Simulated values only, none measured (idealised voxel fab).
process module | voxel self aligned vias
cross-section cut | 160 nm wide | cells 5 nm
A cross-section is a grid of square cells, given in bands from the top down. A band is one or more rows of cells.
Each band's line starts with the height of the band's top and of its bottom, in nm. Then come its materials from left to right, each with its width in nm. One material with "throughout" fills the band from edge to edge. "air" is empty space.
Height 0 is the level under which the wafer as received is all one material. The lowest band goes on downwards, as in "0 down".
A width such as "30 to 40" changes by the same amount from each row of cells to the next, from the band's top row to its bottom row.
"no change" after a step means that no cell of the cross-section changed.
closed voids: empty space of 8 cells or more with no open way to the top, each as width x height at its distance from the left edge, in nm
after a step's settings: what the simulator itself notes on the step
overlay nm, on a step with a mask: how far to the right of its planned place the mask lay; to the left if negative
plan
1 op RECEIVE | material Si
2 op CONFORMAL_DEP | material SiO2 | thk nm 15
3 op CONFORMAL_DEP | material SiCN | thk nm 5
4 op DIRECTIONAL_DEP | material SiO2 | thk nm 30
5 op DIRECTIONAL_DEP | material aC | thk nm 10
6 op PATTERN | tone open | mask id LINES | material resist | width nm 20 | pitch nm 55 | thk nm 25 | overlay nm 0
7 op DIRECTIONAL_ETCH | etch materials aC | depth nm 10
8 op STRIP | etch materials resist
9 op DIRECTIONAL_ETCH | etch materials SiO2 | depth nm 30
10 op STRIP | etch materials aC
11 op CONFORMAL_DEP | material TiN | thk nm 5
12 op FILL_DEP | material Ru | thk nm 10
13 op CMP | height nm 50
14 op SELECTIVE_ETCH | etch materials W Ru TiN | depth nm 10
15 op FILL_DEP | material SiN | thk nm 10
16 op CMP | height nm 50
17 op DIRECTIONAL_DEP | material SiO2 | thk nm 20
18 op PATTERN | tone open | mask id VIAS | material resist | width nm 30 | thk nm 20 | overlay nm 0
19 op DIRECTIONAL_ETCH | etch materials SiO2 | depth nm 20
20 op DIRECTIONAL_ETCH | etch materials SiN | depth nm 10
21 op STRIP | etch materials resist
22 op CONFORMAL_DEP | material TiN | thk nm 5
23 op FILL_DEP | material Cu | thk nm 5
24 op CMP | height nm 70
25 op CONFORMAL_DEP | material SiN | thk nm 5
as received, after step 1
  0 down: Si throughout
  closed voids: none
first wafer at the end, as planned
  75 to 70: SiN throughout
  70 to 55: SiO2 35 | TiN 5 | Cu 20 | TiN 5 | SiO2 95
  55 to 50: SiO2 35 | TiN 10 | Cu 10 | TiN 10 | SiO2 95
  50 to 45: SiO2 40 | TiN 5 | Cu 10 | TiN 5 | SiO2 35 | SiN 20 | SiO2 45
  45 to 40: SiO2 40 | TiN 20 | SiO2 35 | SiN 20 | SiO2 45
  40 to 25: SiO2 40 | TiN 5 | Ru 10 | TiN 5 | SiO2 35 | TiN 5 | Ru 10 | TiN 5 | SiO2 45
  25 to 20: SiO2 40 | TiN 20 | SiO2 35 | TiN 20 | SiO2 45
  20 to 15: SiCN throughout
  15 to 0: SiO2 throughout
  0 down: Si throughout
  closed voids: none
second wafer at the end: like start, like plan, one mistake
  75 to 70: SiN throughout
  70 to 55: Cu 30 | TiN 5 | SiO2 30 | TiN 5 | Cu 90
  55 to 50: TiN 35 | SiO2 30 | TiN 35 | Cu 10 | TiN 50
  50 to 45: SiO2 40 | SiN 20 | SiO2 35 | TiN 5 | Cu 10 | TiN 5 | SiO2 45
  45 to 40: SiO2 40 | SiN 20 | SiO2 35 | TiN 20 | SiO2 45
  40 to 25: SiO2 40 | TiN 5 | Ru 10 | TiN 5 | SiO2 35 | TiN 5 | Ru 10 | TiN 5 | SiO2 45
  25 to 20: SiO2 40 | TiN 20 | SiO2 35 | TiN 20 | SiO2 45
  20 to 15: SiCN throughout
  15 to 0: SiO2 throughout
  0 down: Si throughout
  closed voids: none
what went wrong: step 18 ran as: op PATTERN | tone cover | mask id VIAS | material resist | width nm 30 | thk nm 20 | overlay nm 0
at the end the second wafer has, in cells: 60 more of Cu | 80 fewer of SiO2 | 20 more of TiN
